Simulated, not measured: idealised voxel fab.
voxel capacitor over wiring: a process module
Section cut is 290 nm wide and gridded with 5 nm square cells.
Square cells in a grid make up a cross-section in this document, and the grid is given as bands, listed from the top down, each one or more rows of cells.
What a band's entry tells you: where the top is and where the bottom is, as heights in nm, and after that what lies inside, material by material from left to right, each with its width in nm. Empty space is written as the word "empty", and a single material marked with the word "throughout" occupies the band from edge to edge.
Height 0 is the level under which the wafer as received is all one material. The lowest band goes on downwards, as in "from 0 down".
The expression "30 to 40" gives the width at the extremes of the band, the first number at its top row of cells and the second at its bottom row, with the width changing by equal amounts from each row to the next in between.
"nothing different" for a step: no cell of the cross-section changed in that step.
Any empty space of 8 cells or more lacking an open way to the top shows up in "closed voids" as width x height at distance, distance from the left edge, in nm.
after a step's settings: what the simulator itself notes on the step
The optional step-line setting "overlay nm" applies to steps with a mask and quantifies how far to the right of its planned location the mask lay, a negative value indicating leftward placement.
### Steps in the process plan
step 1: RECEIVE,material Si
step 2: CONFORMAL_DEP,material SiO2,thk nm 10
step 3: CONFORMAL_DEP,material SiCN,thk nm 5
step 4: DIRECTIONAL_DEP,material lowk,thk nm 15
step 5: MASKED_ETCH,tone open,mask id METAL_1,width nm 30,pitch nm 100,etch materials lowk,depth nm 15,overlay nm 0
step 6: MASKED_ETCH,tone open,mask id METAL_1,width nm 30,pitch nm 100,etch materials SiCN,depth nm 5,overlay nm 0
step 7: CONFORMAL_DEP,material TiN,thk nm 5
step 8: FILL_DEP,material Ru,thk nm 10
step 9: CMP,height nm 30
step 10: CONFORMAL_DEP,material SiCN,thk nm 5
step 11: DIRECTIONAL_DEP,material lowk,thk nm 15
step 12: DIRECTIONAL_DEP,material aC,thk nm 15
step 13: PATTERN,tone open,mask id PLUG_1,material resist,width nm 15,thk nm 30,overlay nm 0
step 14: DIRECTIONAL_ETCH,etch materials aC,depth nm 15
step 15: STRIP,etch materials resist
step 16: DIRECTIONAL_ETCH,etch materials lowk,depth nm 15
step 17: DIRECTIONAL_ETCH,etch materials SiCN,depth nm 5
step 18: STRIP,etch materials aC
step 19: EPI,material Ru,thk nm 10
step 20: EPI,material Ru,thk nm 10
step 21: DIRECTIONAL_DEP,material TiN,thk nm 5
step 22: DIRECTIONAL_DEP,material Al2O3,thk nm 5
step 23: DIRECTIONAL_DEP,material TiN,thk nm 10
step 24: MASKED_ETCH,tone cover,mask id UPPER_PLATE,width nm 75,etch materials TiN,depth nm 10,overlay nm 0
step 25: MASKED_ETCH,tone cover,mask id UPPER_PLATE,width nm 75,etch materials Al2O3,depth nm 5,overlay nm 0
step 26: DIRECTIONAL_DEP,material aC,thk nm 15
step 27: PATTERN,tone cover,mask id LOWER_PLATE,material resist,width nm 85,thk nm 35,overlay nm 0
step 28: DIRECTIONAL_ETCH,etch materials aC,depth nm 15
step 29: STRIP,etch materials resist
step 30: DIRECTIONAL_ETCH,etch materials TiN,depth nm 5
step 31: STRIP,etch materials aC
step 32: FILL_DEP,material SiO2,thk nm 15
step 33: CMP,height nm 80
step 34: PATTERN,tone open,mask id PLUG_2,material resist,width nm 15,thk nm 15,overlay nm 0
step 35: DIRECTIONAL_ETCH,etch materials SiO2,depth nm 10
step 36: STRIP,etch materials resist
step 37: CONFORMAL_DEP,material TiN,thk nm 5
step 38: FILL_DEP,material Cu,thk nm 10
step 39: CMP,height nm 80
step 40: CONFORMAL_DEP,material SiN,thk nm 5
### First wafer, two in total, run as planned
### Cross-section: wafer on arrival = after step 1
	from 0 down  Si throughout
	closed voids: none
### After step 2, in cross-section
	from 10 to 0  SiO2 throughout
	Below 0, no change.
### After step 3, in cross-section
	from 15 to 10  SiCN throughout
	Below 10, no change.
### After step 4, in cross-section
	from 30 to 15  lowk throughout
	Below 15, no change.
### After step 5, in cross-section
	from 30 to 15  lowk=80 / empty=30 / lowk=70 / empty=30 / lowk=80
	Below 15, no change.
### After step 6, in cross-section
	from 30 to 15  lowk=80 / empty=30 / lowk=70 / empty=30 / lowk=80
	from 15 to 10  SiCN=80 / empty=30 / SiCN=70 / empty=30 / SiCN=80
	Below 10, no change.
### After step 7, in cross-section
	from 35 to 30  TiN=85 / empty=20 / TiN=80 / empty=20 / TiN=85
	from 30 to 15  lowk=80 / TiN=5 / empty=20 / TiN=5 / lowk=70 / TiN=5 / empty=20 / TiN=5 / lowk=80
	from 15 to 10  SiCN=80 / TiN=30 / SiCN=70 / TiN=30 / SiCN=80
	Below 10, no change.
### After step 8, in cross-section
	from 45 to 35  Ru throughout
	from 35 to 30  TiN=85 / Ru=20 / TiN=80 / Ru=20 / TiN=85
	from 30 to 15  lowk=80 / TiN=5 / Ru=20 / TiN=5 / lowk=70 / TiN=5 / Ru=20 / TiN=5 / lowk=80
	Below 15, no change.
### After step 9, in cross-section
	from 30 to 15  lowk=80 / TiN=5 / Ru=20 / TiN=5 / lowk=70 / TiN=5 / Ru=20 / TiN=5 / lowk=80
	Below 15, no change.
### After step 10, in cross-section
	from 35 to 30  SiCN throughout
	Below 30, no change.
### After step 11, in cross-section
	from 50 to 35  lowk throughout
	Below 35, no change.
### After step 12, in cross-section
	from 65 to 50  aC throughout
	Below 50, no change.
### After step 13, in cross-section
	from 95 to 65  resist=95 / empty=15 / resist=180
	Below 65, no change.
### After step 14, in cross-section
	from 80 to 65  resist=95 / empty=15 / resist=180
	from 65 to 50  aC=95 / empty=15 / aC=180
	Below 50, no change.
### After step 15, in cross-section
	from 65 to 50  aC=95 / empty=15 / aC=180
	Below 50, no change.
### After step 16, in cross-section
	from 65 to 50  aC=95 / empty=15 / aC=180
	from 50 to 35  lowk=95 / empty=15 / lowk=180
	Below 35, no change.
### After step 17, in cross-section
	from 65 to 50  aC=95 / empty=15 / aC=180
	from 50 to 35  lowk=95 / empty=15 / lowk=180
	from 35 to 30  SiCN=95 / empty=15 / SiCN=180
	Below 30, no change.
### After step 18, in cross-section
	from 50 to 35  lowk=95 / empty=15 / lowk=180
	Below 35, no change.
### After step 19, in cross-section
	from 50 to 40  lowk=95 / empty=15 / lowk=180
	from 40 to 35  lowk=95 / Ru=15 / lowk=180
	from 35 to 30  SiCN=95 / Ru=15 / SiCN=180
	Below 30, no change.
### After step 20, in cross-section
	from 50 to 35  lowk=95 / Ru=15 / lowk=180
	Below 35, no change.
### After step 21, in cross-section
	from 55 to 50  TiN throughout
	Below 50, no change.
### After step 22, in cross-section
	from 60 to 55  Al2O3 throughout
	Below 55, no change.
### After step 23, in cross-section
	from 70 to 60  TiN throughout
	Below 60, no change.
### After step 24, in cross-section
	from 70 to 60  empty=95 / TiN=75 / empty=120
	Below 60, no change.
### After step 25, in cross-section
	from 70 to 60  empty=95 / TiN=75 / empty=120
	from 60 to 55  empty=95 / Al2O3=75 / empty=120
	Below 55, no change.
### After step 26, in cross-section
	from 85 to 70  empty=95 / aC=75 / empty=120
	from 70 to 60  aC=95 / TiN=75 / aC=120
	from 60 to 55  aC=95 / Al2O3=75 / aC=120
	Below 55, no change.
### After step 27, in cross-section
	from 120 to 85  empty=90 / resist=85 / empty=115
	from 85 to 70  empty=90 / resist=5 / aC=75 / resist=5 / empty=115
	Below 70, no change.
### After step 28, in cross-section
	from 105 to 85  empty=90 / resist=85 / empty=115
	from 85 to 70  empty=90 / resist=5 / aC=75 / resist=5 / empty=115
	from 70 to 60  empty=90 / aC=5 / TiN=75 / aC=5 / empty=115
	from 60 to 55  empty=90 / aC=5 / Al2O3=75 / aC=5 / empty=115
	Below 55, no change.
### After step 29, in cross-section
	from 85 to 70  empty=95 / aC=75 / empty=120
	Below 70, no change.
### After step 30, in cross-section
	from 85 to 70  empty=95 / aC=75 / empty=120
	from 70 to 60  empty=90 / aC=5 / TiN=75 / aC=5 / empty=115
	from 60 to 55  empty=90 / aC=5 / Al2O3=75 / aC=5 / empty=115
	from 55 to 50  empty=90 / TiN=85 / empty=115
	Below 50, no change.
### After step 31, in cross-section
	from 70 to 60  empty=95 / TiN=75 / empty=120
	from 60 to 55  empty=95 / Al2O3=75 / empty=120
	Below 55, no change.
### After step 32, in cross-section
	from 85 to 70  SiO2 throughout
	from 70 to 60  SiO2=95 / TiN=75 / SiO2=120
	from 60 to 55  SiO2=95 / Al2O3=75 / SiO2=120
	from 55 to 50  SiO2=90 / TiN=85 / SiO2=115
	Below 50, no change.
### After step 33, in cross-section
	from 80 to 70  SiO2 throughout
	Below 70, no change.
### After step 34, in cross-section
	from 95 to 80  resist=105 / empty=15 / resist=170
	Below 80, no change.
### After step 35, in cross-section
	from 95 to 80  resist=105 / empty=15 / resist=170
	from 80 to 70  SiO2=105 / empty=15 / SiO2=170
	Below 70, no change.
### After step 36, in cross-section
	from 80 to 70  SiO2=105 / empty=15 / SiO2=170
	Below 70, no change.
### After step 37, in cross-section
	from 85 to 80  TiN=110 / empty=5 / TiN=175
	from 80 to 75  SiO2=105 / TiN=5 / empty=5 / TiN=5 / SiO2=170
	from 75 to 70  SiO2=105 / TiN=15 / SiO2=170
	Below 70, no change.
### After step 38, in cross-section
	from 95 to 85  Cu throughout
	from 85 to 80  TiN=110 / Cu=5 / TiN=175
	from 80 to 75  SiO2=105 / TiN=5 / Cu=5 / TiN=5 / SiO2=170
	Below 75, no change.
### After step 39, in cross-section
	from 80 to 75  SiO2=105 / TiN=5 / Cu=5 / TiN=5 / SiO2=170
	Below 75, no change.
### After step 40, in cross-section
	from 85 to 80  SiN throughout
	Below 80, no change.
### Second wafer, same starting state and plan as the first, one mistake in the run, identical through step 26
### At the planned end of step 27, the second wafer in cross-section
	from 120 to 85  empty=95 / resist=85 / empty=110
	from 85 to 70  empty=95 / aC=75 / resist=10 / empty=110
	Below 70, no change.
### At the planned end of step 28, the second wafer in cross-section
	from 105 to 85  empty=95 / resist=85 / empty=110
	from 85 to 70  empty=95 / aC=75 / resist=10 / empty=110
	from 70 to 60  empty=95 / TiN=75 / aC=10 / empty=110
	from 60 to 55  empty=95 / Al2O3=75 / aC=10 / empty=110
	Below 55, no change.
### At the planned end of step 29, the second wafer in cross-section
	from 85 to 70  empty=95 / aC=75 / empty=120
	Below 70, no change.
### At the planned end of step 30, the second wafer in cross-section
	from 85 to 70  empty=95 / aC=75 / empty=120
	from 70 to 60  empty=95 / TiN=75 / aC=10 / empty=110
	from 60 to 55  empty=95 / Al2O3=75 / aC=10 / empty=110
	from 55 to 50  empty=95 / TiN=85 / empty=110
	Below 50, no change.
### At the planned end of step 31, the second wafer in cross-section
	from 70 to 60  empty=95 / TiN=75 / empty=120
	from 60 to 55  empty=95 / Al2O3=75 / empty=120
	Below 55, no change.
### At the planned end of step 32, the second wafer in cross-section
	from 85 to 70  SiO2 throughout
	from 70 to 60  SiO2=95 / TiN=75 / SiO2=120
	from 60 to 55  SiO2=95 / Al2O3=75 / SiO2=120
	from 55 to 50  SiO2=95 / TiN=85 / SiO2=110
	Below 50, no change.
### At the planned end of step 33, the second wafer in cross-section
	from 80 to 70  SiO2 throughout
	Below 70, no change.
### At the planned end of step 34, the second wafer in cross-section
	from 95 to 80  resist=105 / empty=15 / resist=170
	Below 80, no change.
### At the planned end of step 35, the second wafer in cross-section
	from 95 to 80  resist=105 / empty=15 / resist=170
	from 80 to 70  SiO2=105 / empty=15 / SiO2=170
	Below 70, no change.
### At the planned end of step 36, the second wafer in cross-section
	from 80 to 70  SiO2=105 / empty=15 / SiO2=170
	Below 70, no change.
### At the planned end of step 37, the second wafer in cross-section
	from 85 to 80  TiN=110 / empty=5 / TiN=175
	from 80 to 75  SiO2=105 / TiN=5 / empty=5 / TiN=5 / SiO2=170
	from 75 to 70  SiO2=105 / TiN=15 / SiO2=170
	Below 70, no change.
### At the planned end of step 38, the second wafer in cross-section
	from 95 to 85  Cu throughout
	from 85 to 80  TiN=110 / Cu=5 / TiN=175
	from 80 to 75  SiO2=105 / TiN=5 / Cu=5 / TiN=5 / SiO2=170
	Below 75, no change.
### At the planned end of step 39, the second wafer in cross-section
	from 80 to 75  SiO2=105 / TiN=5 / Cu=5 / TiN=5 / SiO2=170
	Below 75, no change.
### At the planned end of step 40, the second wafer in cross-section
	from 85 to 80  SiN throughout
	Below 80, no change.
Finding, execution versus plan: the process deviated at step 27: the operation and settings actually run there were PATTERN,tone cover,mask id LOWER_PLATE,material resist,width nm 85,thk nm 35,overlay nm 5
End check, second vs first wafer: material counts in cells match, positions do not.
